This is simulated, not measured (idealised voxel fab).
Title: Process Module voxel self aligned vias
For reference, the cross-section in this document is cut, with width 265 nm and square cells of 5 nm.
Cross-sections here: square-cell grids, written as top-down lists of bands, a band being one or more rows of cells. A band entry consists of two parts. The first gives the height of the band's top and the height of its bottom, in nm. The rest lists the band's materials from left to right, each with its width in nm. A single material labelled with the word "full width" fills the band from edge to edge, and the word "air" marks empty space. All heights in this document are referenced to 0, defined as the level beneath which the wafer, as received, consists entirely of one material. The lowest band is not bounded below; it extends indefinitely downward and is written in the form "top 0, no bottom". With a width like "30..40", each row of cells in the band differs from the next by the same amount, the top row carrying the first number and the bottom row the second. Basically "nothing was modified" means that step didn't change any cell in the cross-section. Closed-off voids of 8+ cells (no open route to the top) go in "Closed internal voids", written width x height at distance from the left edge, in nm. Formally, on a step line, whatever follows the settings is a remark that the simulator itself makes on the step. A step line may carry the setting "overlay nm", which, for steps involving a mask, states the distance by which the mask lay to the right of its intended position; negative values denote displacement to the left.

# These are the steps we planned for the process
1. RECEIVE (material Si)
2. CONFORMAL_DEP (material SiO2; thk nm 15)
3. CONFORMAL_DEP (material SiCN; thk nm 5)
4. DIRECTIONAL_DEP (material lowk; thk nm 25)
5. DIRECTIONAL_DEP (material aC; thk nm 10)
6. PATTERN (tone open; mask id LINES; material resist; width nm 30; pitch nm 80; thk nm 30; overlay nm -15)
7. DIRECTIONAL_ETCH (etch materials aC; depth nm 10)
8. STRIP (etch materials resist)
9. DIRECTIONAL_ETCH (etch materials lowk; depth nm 25)
10. STRIP (etch materials aC)
11. CONFORMAL_DEP (material TiN; thk nm 5)
12. FILL_DEP (material Ru; thk nm 10)
13. CMP (height nm 45)
14. SELECTIVE_ETCH (etch materials W Ru TiN; depth nm 10)
15. FILL_DEP (material SiN; thk nm 5)
16. CMP (height nm 45)
17. DIRECTIONAL_DEP (material lowk; thk nm 15)
18. DIRECTIONAL_DEP (material aC; thk nm 10)
19. PATTERN (tone open; mask id VIAS; material resist; width nm 50; pitch nm 160; thk nm 30; overlay nm 0)
20. DIRECTIONAL_ETCH (etch materials aC; depth nm 10)
21. STRIP (etch materials resist)
22. DIRECTIONAL_ETCH (etch materials lowk; depth nm 15)
23. DIRECTIONAL_ETCH (etch materials SiN; depth nm 10)
24. STRIP (etch materials aC)
25. CONFORMAL_DEP (material TiN; thk nm 5)
26. FILL_DEP (material Cu; thk nm 10)
27. CMP (height nm 60)
28. CONFORMAL_DEP (material SiCN; thk nm 5)
The plan shows the overlay nm of step 6 as the first wafer had it; this setting differs between the wafers, which start out alike.

# Received condition of the first of several wafers, sectioned: post-step 1
- top 0, no bottom | Si full width
- Closed internal voids: none

# first wafer at the end, after step 28
- top 65, bottom 60 | SiCN full width
- top 60, bottom 50 | lowk 25 nm / TiN 5 nm / Cu 40 nm / TiN 5 nm / lowk 110 nm / TiN 5 nm / Cu 40 nm / TiN 5 nm / lowk 30 nm
- top 50, bottom 45 | lowk 25 nm / TiN 5 nm / Cu 15 nm / TiN 30 nm / lowk 110 nm / TiN 5 nm / Cu 15 nm / TiN 30 nm / lowk 30 nm
- top 45, bottom 40 | lowk 20 nm / SiN 5 nm / TiN 5 nm / Cu 15 nm / TiN 5 nm / lowk 50 nm / SiN 30 nm / lowk 50 nm / SiN 5 nm / TiN 5 nm / Cu 15 nm / TiN 5 nm / lowk 55 nm
- top 40, bottom 35 | lowk 20 nm / SiN 5 nm / TiN 25 nm / lowk 50 nm / SiN 30 nm / lowk 50 nm / SiN 5 nm / TiN 25 nm / lowk 55 nm
- top 35, bottom 25 | lowk 20 nm / TiN 5 nm / Ru 20 nm / TiN 5 nm / lowk 50 nm / TiN 5 nm / Ru 20 nm / TiN 5 nm / lowk 50 nm / TiN 5 nm / Ru 20 nm / TiN 5 nm / lowk 55 nm
- top 25, bottom 20 | lowk 20 nm / TiN 30 nm / lowk 50 nm / TiN 30 nm / lowk 50 nm / TiN 30 nm / lowk 55 nm
- top 20, bottom 15 | SiCN full width
- top 15, bottom 0 | SiO2 full width
- top 0, no bottom | Si full width
- Closed internal voids: none

# Sectional view of the last wafer upon completion of the module
- top 65, bottom 60 | SiCN full width
- top 60, bottom 50 | lowk 25 nm / TiN 5 nm / Cu 40 nm / TiN 5 nm / lowk 110 nm / TiN 5 nm / Cu 40 nm / TiN 5 nm / lowk 30 nm
- top 50, bottom 45 | lowk 25 nm / TiN 30 nm / Cu 15 nm / TiN 5 nm / lowk 110 nm / TiN 30 nm / Cu 15 nm / TiN 5 nm / lowk 30 nm
- top 45, bottom 40 | lowk 50 nm / TiN 5 nm / Cu 15 nm / TiN 5 nm / SiN 5 nm / lowk 50 nm / SiN 30 nm / lowk 50 nm / TiN 5 nm / Cu 15 nm / TiN 5 nm / SiN 5 nm / lowk 25 nm
- top 40, bottom 35 | lowk 50 nm / TiN 25 nm / SiN 5 nm / lowk 50 nm / SiN 30 nm / lowk 50 nm / TiN 25 nm / SiN 5 nm / lowk 25 nm
- top 35, bottom 25 | lowk 50 nm / TiN 5 nm / Ru 20 nm / TiN 5 nm / lowk 50 nm / TiN 5 nm / Ru 20 nm / TiN 5 nm / lowk 50 nm / TiN 5 nm / Ru 20 nm / TiN 5 nm / lowk 25 nm
- top 25, bottom 20 | lowk 50 nm / TiN 30 nm / lowk 50 nm / TiN 30 nm / lowk 50 nm / TiN 30 nm / lowk 25 nm
- top 20, bottom 15 | SiCN full width
- top 15, bottom 0 | SiO2 full width
- top 0, no bottom | Si full width
- Closed internal voids: none

# Below: a row per wafer. Contents at end of module: for every material, cells gained since receipt (+) or lost since receipt (-); then closed voids
overlay nm -15, +44 Cu, +24 Ru, +106 SiCN, +16 SiN, +159 SiO2, +66 TiN, +274 lowk, Closed internal voids: none
overlay nm -10, +48 Cu, +24 Ru, +106 SiCN, +12 SiN, +159 SiO2, +66 TiN, +274 lowk, Closed internal voids: none
overlay nm -5, +48 Cu, +24 Ru, +106 SiCN, +12 SiN, +159 SiO2, +66 TiN, +274 lowk, Closed internal voids: none
overlay nm 0, +48 Cu, +24 Ru, +106 SiCN, +12 SiN, +159 SiO2, +66 TiN, +274 lowk, Closed internal voids: none
overlay nm 5, +48 Cu, +24 Ru, +106 SiCN, +12 SiN, +159 SiO2, +66 TiN, +274 lowk, Closed internal voids: none
overlay nm 10, +48 Cu, +24 Ru, +106 SiCN, +12 SiN, +159 SiO2, +66 TiN, +274 lowk, Closed internal voids: none
overlay nm 15, +44 Cu, +24 Ru, +106 SiCN, +16 SiN, +159 SiO2, +66 TiN, +274 lowk, Closed internal voids: none
